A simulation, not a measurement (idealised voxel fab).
Process module, titled voxel self aligned vias
Section cut is 245 nm wide and gridded with 5 nm square cells.
When this document writes out a cross-section, it uses a grid of square cells and lists it as bands, beginning at the top and moving down, with a band standing for one or more rows of cells. Per band: top height and bottom height in nm, followed by the left-to-right materials and their widths in nm; "throughout" marks a single material spanning edge to edge, "air" marks empty space. Height is counted from the level 0, under which the received wafer is composed throughout of one material. The lowest of the bands is not closed at the bottom but continues downward, in the notation "from 0 down". Width spec "30..40" -> top row of cells at first value, bottom row at second value, equal per-row change in between. Any step labelled "identical to before" changed none of the cells in the cross-section. Empty spaces without an open route to the top, at least 8 cells in extent, make up the entry "Enclosed void list"; each is given as width x height at distance, where the distance is measured from the left edge, and all are in nm. Whatever follows a step's settings on its line is a remark the simulator itself makes about that step. Regarding "overlay nm": on a step with a mask, it is the distance the mask lay to the right of its planned place; a negative value places it to the left.

-- Planned process steps
- 1: RECEIVE (material Si)
- 2: CONFORMAL_DEP (material SiO2; thk nm 15)
- 3: CONFORMAL_DEP (material SiCN; thk nm 5)
- 4: DIRECTIONAL_DEP (material lowk; thk nm 25)
- 5: DIRECTIONAL_DEP (material aC; thk nm 15)
- 6: PATTERN (tone open; mask id LINES; material resist; width nm 20; pitch nm 70; thk nm 30; overlay nm 0)
- 7: DIRECTIONAL_ETCH (etch materials aC; depth nm 15)
- 8: STRIP (etch materials resist)
- 9: DIRECTIONAL_ETCH (etch materials lowk; depth nm 25)
- 10: STRIP (etch materials aC)
- 11: CONFORMAL_DEP (material TiN; thk nm 5)
- 12: FILL_DEP (material W; thk nm 10)
- 13: CMP (height nm 45)
- 14: SELECTIVE_ETCH (etch materials W Ru TiN; depth nm 10)
- 15: FILL_DEP (material SiN; thk nm 5)
- 16: CMP (height nm 45)
- 17: DIRECTIONAL_DEP (material lowk; thk nm 20)
- 18: DIRECTIONAL_DEP (material aC; thk nm 15)
- 19: PATTERN (tone open; mask id VIAS; material resist; width nm 40; pitch nm 70; thk nm 35; overlay nm 0)
- 20: DIRECTIONAL_ETCH (etch materials aC; depth nm 15)
- 21: STRIP (etch materials resist)
- 22: DIRECTIONAL_ETCH (etch materials lowk; depth nm 20)
- 23: DIRECTIONAL_ETCH (etch materials SiN; depth nm 10)
- 24: STRIP (etch materials aC)
- 25: CONFORMAL_DEP (material TiN; thk nm 5)
- 26: FILL_DEP (material Cu; thk nm 5)
- 27: CMP (height nm 65)
- 28: CONFORMAL_DEP (material SiCN; thk nm 5)

-- First wafer, two in total, run as planned

-- Wafer at receipt (post step 1), cross-section
> from 0 down | Si throughout
> Enclosed void list: none

-- Cross-sectional representation of the wafer at the conclusion of step 2
> from 15 to 0 | SiO2 throughout
> Unchanged below 0.

-- Cross-sectional representation of the wafer at the conclusion of step 3
> from 20 to 15 | SiCN throughout
> Unchanged below 15.

-- Cross-sectional representation of the wafer at the conclusion of step 4
> from 45 to 20 | lowk throughout
> Unchanged below 20.

-- Cross-sectional representation of the wafer at the conclusion of step 5
> from 60 to 45 | aC throughout
> Unchanged below 45.

-- Cross-sectional representation of the wafer at the conclusion of step 6
> from 90 to 60 | resist 40  air 20  resist 50  air 20  resist 50  air 20  resist 45
> Unchanged below 60.

-- Cross-sectional representation of the wafer at the conclusion of step 7
> from 75 to 60 | resist 40  air 20  resist 50  air 20  resist 50  air 20  resist 45
> from 60 to 45 | aC 40  air 20  aC 50  air 20  aC 50  air 20  aC 45
> Unchanged below 45.

-- Cross-sectional representation of the wafer at the conclusion of step 8
> from 60 to 45 | aC 40  air 20  aC 50  air 20  aC 50  air 20  aC 45
> Unchanged below 45.

-- Cross-sectional representation of the wafer at the conclusion of step 9
> from 60 to 45 | aC 40  air 20  aC 50  air 20  aC 50  air 20  aC 45
> from 45 to 20 | lowk 40  air 20  lowk 50  air 20  lowk 50  air 20  lowk 45
> Unchanged below 20.

-- Cross-sectional representation of the wafer at the conclusion of step 10
> from 45 to 20 | lowk 40  air 20  lowk 50  air 20  lowk 50  air 20  lowk 45
> Unchanged below 20.

-- Cross-sectional representation of the wafer at the conclusion of step 11
> from 50 to 45 | TiN 45  air 10  TiN 60  air 10  TiN 60  air 10  TiN 50
> from 45 to 25 | lowk 40  TiN 5  air 10  TiN 5  lowk 50  TiN 5  air 10  TiN 5  lowk 50  TiN 5  air 10  TiN 5  lowk 45
> from 25 to 20 | lowk 40  TiN 20  lowk 50  TiN 20  lowk 50  TiN 20  lowk 45
> Unchanged below 20.

-- Cross-sectional representation of the wafer at the conclusion of step 12
> from 60 to 50 | W throughout
> from 50 to 45 | TiN 45  W 10  TiN 60  W 10  TiN 60  W 10  TiN 50
> from 45 to 25 | lowk 40  TiN 5  W 10  TiN 5  lowk 50  TiN 5  W 10  TiN 5  lowk 50  TiN 5  W 10  TiN 5  lowk 45
> Unchanged below 25.

-- Cross-sectional representation of the wafer at the conclusion of step 13
> from 45 to 25 | lowk 40  TiN 5  W 10  TiN 5  lowk 50  TiN 5  W 10  TiN 5  lowk 50  TiN 5  W 10  TiN 5  lowk 45
> Unchanged below 25.

-- Cross-sectional representation of the wafer at the conclusion of step 14
> from 45 to 35 | lowk 40  air 20  lowk 50  air 20  lowk 50  air 20  lowk 45
> Unchanged below 35.

-- Cross-sectional representation of the wafer at the conclusion of step 15
> from 50 to 45 | SiN throughout
> from 45 to 35 | lowk 40  SiN 20  lowk 50  SiN 20  lowk 50  SiN 20  lowk 45
> Unchanged below 35.

-- Cross-sectional representation of the wafer at the conclusion of step 16
> from 45 to 35 | lowk 40  SiN 20  lowk 50  SiN 20  lowk 50  SiN 20  lowk 45
> Unchanged below 35.

-- Cross-sectional representation of the wafer at the conclusion of step 17
> from 65 to 45 | lowk throughout
> Unchanged below 45.

-- Cross-sectional representation of the wafer at the conclusion of step 18
> from 80 to 65 | aC throughout
> Unchanged below 65.

-- Cross-sectional representation of the wafer at the conclusion of step 19
> from 115 to 80 | resist 30  air 40  resist 30  air 40  resist 30  air 40  resist 35
> Unchanged below 80.

-- Cross-sectional representation of the wafer at the conclusion of step 20
> from 100 to 80 | resist 30  air 40  resist 30  air 40  resist 30  air 40  resist 35
> from 80 to 65 | aC 30  air 40  aC 30  air 40  aC 30  air 40  aC 35
> Unchanged below 65.

-- Cross-sectional representation of the wafer at the conclusion of step 21
> from 80 to 65 | aC 30  air 40  aC 30  air 40  aC 30  air 40  aC 35
> Unchanged below 65.

-- Cross-sectional representation of the wafer at the conclusion of step 22
> from 80 to 65 | aC 30  air 40  aC 30  air 40  aC 30  air 40  aC 35
> from 65 to 45 | lowk 30  air 40  lowk 30  air 40  lowk 30  air 40  lowk 35
> Unchanged below 45.

-- Cross-sectional representation of the wafer at the conclusion of step 23
> from 80 to 65 | aC 30  air 40  aC 30  air 40  aC 30  air 40  aC 35
> from 65 to 45 | lowk 30  air 40  lowk 30  air 40  lowk 30  air 40  lowk 35
> from 45 to 35 | lowk 40  air 20  lowk 50  air 20  lowk 50  air 20  lowk 45
> Unchanged below 35.

-- Cross-sectional representation of the wafer at the conclusion of step 24
> from 65 to 45 | lowk 30  air 40  lowk 30  air 40  lowk 30  air 40  lowk 35
> Unchanged below 45.

-- Cross-sectional representation of the wafer at the conclusion of step 25
> from 70 to 65 | TiN 35  air 30  TiN 40  air 30  TiN 40  air 30  TiN 40
> from 65 to 50 | lowk 30  TiN 5  air 30  TiN 5  lowk 30  TiN 5  air 30  TiN 5  lowk 30  TiN 5  air 30  TiN 5  lowk 35
> from 50 to 40 | lowk 30..40  TiN 15..5  air 10  TiN 15..5  lowk 30..50  TiN 15..5  air 10  TiN 15..5  lowk 30..50  TiN 15..5  air 10  TiN 15..5  lowk 35..45
> from 40 to 35 | lowk 40  TiN 20  lowk 50  TiN 20  lowk 50  TiN 20  lowk 45
> Unchanged below 35.

-- Cross-sectional representation of the wafer at the conclusion of step 26
> from 75 to 70 | Cu throughout
> from 70 to 65 | TiN 35  Cu 30  TiN 40  Cu 30  TiN 40  Cu 30  TiN 40
> from 65 to 50 | lowk 30  TiN 5  Cu 30  TiN 5  lowk 30  TiN 5  Cu 30  TiN 5  lowk 30  TiN 5  Cu 30  TiN 5  lowk 35
> from 50 to 40 | lowk 30..40  TiN 15..5  Cu 10  TiN 15..5  lowk 30..50  TiN 15..5  Cu 10  TiN 15..5  lowk 30..50  TiN 15..5  Cu 10  TiN 15..5  lowk 35..45
> Unchanged below 40.

-- Cross-sectional representation of the wafer at the conclusion of step 27
> from 65 to 50 | lowk 30  TiN 5  Cu 30  TiN 5  lowk 30  TiN 5  Cu 30  TiN 5  lowk 30  TiN 5  Cu 30  TiN 5  lowk 35
> Unchanged below 50.

-- Cross-sectional representation of the wafer at the conclusion of step 28
> from 70 to 65 | SiCN throughout
> Unchanged below 65.

-- Second wafer. Start and plan as for the first. One mistake made in running. Agrees with the first up to and including step 2

-- when step 3 should have ended
> from 40 to 15 | lowk throughout
> Unchanged below 15.

-- when step 4 should have ended
> from 45 to 40 | SiCN throughout
> Unchanged below 40.

-- when step 5 should have ended
> from 60 to 45 | aC throughout
> Unchanged below 45.

-- when step 6 should have ended
> from 90 to 60 | resist 40  air 20  resist 50  air 20  resist 50  air 20  resist 45
> Unchanged below 60.

-- when step 7 should have ended
> from 75 to 60 | resist 40  air 20  resist 50  air 20  resist 50  air 20  resist 45
> from 60 to 45 | aC 40  air 20  aC 50  air 20  aC 50  air 20  aC 45
> Unchanged below 45.

-- when step 8 should have ended
> from 60 to 45 | aC 40  air 20  aC 50  air 20  aC 50  air 20  aC 45
> Unchanged below 45.

when step 9 should have ended: identical to before

-- when step 10 should have ended
> from 45 to 40 | SiCN throughout
> Unchanged below 40.

-- when step 11 should have ended
> from 50 to 45 | TiN throughout
> Unchanged below 45.

-- when step 12 should have ended
> from 60 to 50 | W throughout
> Unchanged below 50.

-- when step 13 should have ended
> from 45 to 40 | SiCN throughout
> Unchanged below 40.

when step 14 should have ended: identical to before

-- when step 15 should have ended
> from 50 to 45 | SiN throughout
> Unchanged below 45.

-- when step 16 should have ended
> from 45 to 40 | SiCN throughout
> Unchanged below 40.

-- when step 17 should have ended
> from 65 to 45 | lowk throughout
> Unchanged below 45.

-- when step 18 should have ended
> from 80 to 65 | aC throughout
> Unchanged below 65.

-- when step 19 should have ended
> from 115 to 80 | resist 30  air 40  resist 30  air 40  resist 30  air 40  resist 35
> Unchanged below 80.

-- when step 20 should have ended
> from 100 to 80 | resist 30  air 40  resist 30  air 40  resist 30  air 40  resist 35
> from 80 to 65 | aC 30  air 40  aC 30  air 40  aC 30  air 40  aC 35
> Unchanged below 65.

-- when step 21 should have ended
> from 80 to 65 | aC 30  air 40  aC 30  air 40  aC 30  air 40  aC 35
> Unchanged below 65.

-- when step 22 should have ended
> from 80 to 65 | aC 30  air 40  aC 30  air 40  aC 30  air 40  aC 35
> from 65 to 45 | lowk 30  air 40  lowk 30  air 40  lowk 30  air 40  lowk 35
> Unchanged below 45.

when step 23 should have ended: identical to before

-- when step 24 should have ended
> from 65 to 45 | lowk 30  air 40  lowk 30  air 40  lowk 30  air 40  lowk 35
> Unchanged below 45.

-- when step 25 should have ended
> from 70 to 65 | TiN 35  air 30  TiN 40  air 30  TiN 40  air 30  TiN 40
> from 65 to 50 | lowk 30  TiN 5  air 30  TiN 5  lowk 30  TiN 5  air 30  TiN 5  lowk 30  TiN 5  air 30  TiN 5  lowk 35
> from 50 to 45 | lowk 30  TiN 40  lowk 30  TiN 40  lowk 30  TiN 40  lowk 35
> Unchanged below 45.

-- when step 26 should have ended
> from 75 to 70 | Cu throughout
> from 70 to 65 | TiN 35  Cu 30  TiN 40  Cu 30  TiN 40  Cu 30  TiN 40
> from 65 to 50 | lowk 30  TiN 5  Cu 30  TiN 5  lowk 30  TiN 5  Cu 30  TiN 5  lowk 30  TiN 5  Cu 30  TiN 5  lowk 35
> Unchanged below 50.

-- when step 27 should have ended
> from 65 to 50 | lowk 30  TiN 5  Cu 30  TiN 5  lowk 30  TiN 5  Cu 30  TiN 5  lowk 30  TiN 5  Cu 30  TiN 5  lowk 35
> Unchanged below 50.

-- when step 28 should have ended
> from 70 to 65 | SiCN throughout
> Unchanged below 65.
Diagnosis: steps 3 and 4 run out of order (swapped)
End check, counted in cells, second wafer has more or fewer of these materials than the first: 12 fewer of Cu | 36 fewer of TiN | 12 fewer of W | 60 more of lowk
